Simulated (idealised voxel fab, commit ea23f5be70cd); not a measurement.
process module | voxel tone inversion
cross-section cut | 205 nm wide | cells 5 nm
A cross-section is a grid of square cells, given in bands from the top down. A band is one or more rows of cells.
Each band's line starts with the height of the band's top and of its bottom, in nm. Then come its materials from left to right, each with its width in nm. One material with "throughout" fills the band from edge to edge. "air" is empty space.
Height 0 is the level under which the wafer as received is all one material. The lowest band goes on downwards, as in "0 down".
A width such as "30 to 40" changes by the same amount from each row of cells to the next, from the band's top row to its bottom row.
"no change" after a step means that no cell of the cross-section changed.
closed voids: empty space of 8 cells or more with no open way to the top, each as width x height at its distance from the left edge, in nm
after a step's settings: what the simulator itself notes on the step
overlay nm, on a step with a mask: how far to the right of its planned place the mask lay; to the left if negative
plan
1 op RECEIVE | material Si
2 op CONFORMAL_DEP | material SiN | thk nm 10
3 op DIRECTIONAL_DEP | material polySi | thk nm 15
4 op PATTERN | tone cover | mask id POSTS | material resist | width nm 20 | pitch nm 35 | thk nm 20 | overlay nm 0
5 op DIRECTIONAL_ETCH | etch materials polySi | depth nm 15
6 op STRIP | etch materials resist
7 op FILL_DEP | material SiO2 | thk nm 5
8 op CMP | height nm 25
9 op STRIP | etch materials polySi
10 op CONFORMAL_DEP | material TiN | thk nm 5
11 op FILL_DEP | material W | thk nm 10
12 op CMP | height nm 25
13 op CONFORMAL_DEP | material SiCN | thk nm 5
as received, after step 1
  0 down: Si throughout
  closed voids: none
first wafer at the end, as planned
  30 to 25: SiCN throughout
  25 to 15: SiO2 40 | TiN 5 | W 10 | TiN 5 | SiO2 15 | TiN 5 | W 10 | TiN 5 | SiO2 15 | TiN 5 | W 10 | TiN 5 | SiO2 15 | TiN 5 | W 10 | TiN 5 | SiO2 40
  15 to 10: SiO2 40 | TiN 20 | SiO2 15 | TiN 20 | SiO2 15 | TiN 20 | SiO2 15 | TiN 20 | SiO2 40
  10 to 0: SiN throughout
  0 down: Si throughout
  closed voids: none
second wafer at the end: like start, like plan, one mistake
  30 to 25: SiCN throughout
  25 to 15: SiN throughout
  15 to 0: polySi throughout
  0 down: Si throughout
  closed voids: none
what went wrong: steps 2 and 3 were swapped
at the end the second wafer has, in cells: 75 fewer of SiO2 | 32 fewer of TiN | 16 fewer of W | 123 more of polySi
